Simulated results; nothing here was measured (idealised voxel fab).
voxel double patterning: a process module
Square cells of 5 nm make up the cross-section cut, whose width is 230 nm.
Cross-section spec: square-cell grid; bands listed top down; each band is one or more rows. In this notation a band is specified by the heights of its top and bottom, in that order and in nm, after which its materials appear from left to right, each paired with its width in nm. The word "edge to edge" attached to a single material means that material fills the band from edge to edge; the word "blank" stands for empty space. For the purposes of this specification, 0 denotes the height below which the wafer in its as-received condition is composed wholly of one material, and the lowermost band, lacking a lower limit, extends downward without end, as expressed in "0 down". A two-number width, for instance "30 to 40", indicates that the width is equal to the first number in the top row of the band and to the second number in the bottom row, and that it changes by a constant amount per row of cells. "remained unchanged" -> step changed no cross-section cell. Under "Entrapped void list" you'll find the enclosed gaps, the ones with no way out to the top, that are 8 cells or bigger; each reads width x height at distance, with distance counted from the left edge, everything in nm. If you see something after the settings on a step's line, that's the simulator's own remark about that step. Among the settings permitted on a step's line is "overlay nm"; applied to a step with a mask, it specifies the extent to which the mask lay to the right of its planned position, whereas a negative figure signifies a position to the left.
**Intended process steps**
step 1: op RECEIVE | material Si
step 2: op CONFORMAL_DEP | material SiO2 | thk nm 5
step 3: op DIRECTIONAL_DEP | material TiN | thk nm 10
step 4: op DIRECTIONAL_DEP | material SiN | thk nm 5
step 5: op MASKED_ETCH | tone open | mask id FIRST | width nm 15 | pitch nm 50 | etch materials SiN | depth nm 5 | overlay nm 0
step 6: op MASKED_ETCH | tone open | mask id SECOND | width nm 15 | etch materials SiN | depth nm 5 | overlay nm 0
step 7: op DIRECTIONAL_ETCH | etch materials TiN | depth nm 10
step 8: op STRIP | etch materials SiN
**Cross-section of the wafer upon arrival, representing the state reached after step 1**
- 0 down | Si edge to edge
- Entrapped void list: none
**Run as planned - first of the two wafers cross-sectioned at the end of the module**
- 15 to 5 | TiN=80 / blank=15 / TiN=10 / blank=15 / TiN=10 / blank=15 / TiN=85
- 5 to 0 | SiO2 edge to edge
- 0 down | Si edge to edge
- Entrapped void list: none
**End of module, second wafer, cross-section. Started like the first, planned like the first, run with one mistake**
- 20 to 15 | SiO2 edge to edge
- 15 to 5 | TiN edge to edge
- 5 to 0 | SiO2 edge to edge
- 0 down | Si edge to edge
- Entrapped void list: none
Processing error: step 4 was processed under conditions differing from the plan, specifically as op DIRECTIONAL_DEP | material SiO2 | thk nm 5
Heads up, by the end the second wafer has more or fewer cells of some materials compared to the first: 46 more of SiO2 | 18 more of TiN
